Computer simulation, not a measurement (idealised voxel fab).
process module | voxel self aligned vias
cross-section cut | 145 nm wide | cells 5 nm
A cross-section is a grid of square cells, given in bands from the top down. A band is one or more rows of cells.
Each band's line starts with the height of the band's top and of its bottom, in nm. Then come its materials from left to right, each with its width in nm. One material with "throughout" fills the band from edge to edge. "air" is empty space.
Height 0 is the level under which the wafer as received is all one material. The lowest band goes on downwards, as in "0 down".
A width such as "30 to 40" changes by the same amount from each row of cells to the next, from the band's top row to its bottom row.
"no change" after a step means that no cell of the cross-section changed.
closed voids: empty space of 8 cells or more with no open way to the top, each as width x height at its distance from the left edge, in nm
after a step's settings: what the simulator itself notes on the step
overlay nm, on a step with a mask: how far to the right of its planned place the mask lay; to the left if negative
plan
1 op RECEIVE | material Si
2 op CONFORMAL_DEP | material SiO2 | thk nm 15
3 op CONFORMAL_DEP | material SiCN | thk nm 5
4 op DIRECTIONAL_DEP | material lowk | thk nm 25
5 op MASKED_ETCH | tone open | mask id LINES | width nm 25 | pitch nm 65 | etch materials lowk | depth nm 25 | overlay nm 0
6 op CONFORMAL_DEP | material TiN | thk nm 5
7 op FILL_DEP | material Ru | thk nm 5
8 op CMP | height nm 45
9 op SELECTIVE_ETCH | etch materials W Ru TiN | depth nm 10
10 op FILL_DEP | material SiN | thk nm 5
11 op CMP | height nm 45
12 op DIRECTIONAL_DEP | material lowk | thk nm 20
13 op DIRECTIONAL_DEP | material aC | thk nm 15
14 op PATTERN | tone open | mask id VIAS | material resist | width nm 45 | thk nm 35 | overlay nm 0
15 op DIRECTIONAL_ETCH | etch materials aC | depth nm 15
16 op STRIP | etch materials resist
17 op DIRECTIONAL_ETCH | etch materials lowk | depth nm 20
18 op DIRECTIONAL_ETCH | etch materials SiN | depth nm 10
19 op STRIP | etch materials aC
20 op CONFORMAL_DEP | material TiN | thk nm 5
21 op FILL_DEP | material W | thk nm 10
22 op CMP | height nm 65
23 op CONFORMAL_DEP | material SiN | thk nm 5
varied across the wafers: overlay nm of step 14. The plan shows the first wafer's value. All wafers start alike
first wafer as received, after step 1
  0 down: Si throughout
  closed voids: none
first wafer at the end, after step 23
  70 to 65: SiN throughout
  65 to 50: lowk 15 | TiN 5 | W 35 | TiN 5 | lowk 85
  50 to 45: lowk 15 | TiN 15 | W 15 | TiN 15 | lowk 85
  45 to 40: lowk 25 | TiN 5 | W 15 | TiN 5 | lowk 40 | SiN 25 | lowk 30
  40 to 35: lowk 25 | TiN 25 | lowk 40 | SiN 25 | lowk 30
  35 to 25: lowk 25 | TiN 5 | Ru 15 | TiN 5 | lowk 40 | TiN 5 | Ru 15 | TiN 5 | lowk 30
  25 to 20: lowk 25 | TiN 25 | lowk 40 | TiN 25 | lowk 30
  20 to 15: SiCN throughout
  15 to 0: SiO2 throughout
  0 down: Si throughout
  closed voids: none
last wafer at the end
  70 to 65: SiN throughout
  65 to 50: lowk 30 | TiN 5 | W 35 | TiN 5 | lowk 70
  50 to 45: lowk 30 | TiN 5 | W 10 | TiN 30 | lowk 70
  45 to 40: lowk 25 | SiN 5 | TiN 5 | W 10 | TiN 5 | lowk 40 | SiN 25 | lowk 30
  40 to 35: lowk 25 | SiN 5 | TiN 20 | lowk 40 | SiN 25 | lowk 30
  35 to 25: lowk 25 | TiN 5 | Ru 15 | TiN 5 | lowk 40 | TiN 5 | Ru 15 | TiN 5 | lowk 30
  25 to 20: lowk 25 | TiN 25 | lowk 40 | TiN 25 | lowk 30
  20 to 15: SiCN throughout
  15 to 0: SiO2 throughout
  0 down: Si throughout
  closed voids: none
each wafer at the end: cells of each material gained (+) or lost (-) since it was received, then its closed voids
overlay nm 0 | +12 Ru | +29 SiCN | +39 SiN | +87 SiO2 | +37 TiN | +27 W | +175 lowk | closed voids: none
overlay nm 5 | +12 Ru | +29 SiCN | +39 SiN | +87 SiO2 | +37 TiN | +27 W | +175 lowk | closed voids: none
overlay nm 10 | +12 Ru | +29 SiCN | +39 SiN | +87 SiO2 | +37 TiN | +27 W | +175 lowk | closed voids: none
overlay nm 15 | +12 Ru | +29 SiCN | +41 SiN | +87 SiO2 | +37 TiN | +25 W | +175 lowk | closed voids: none
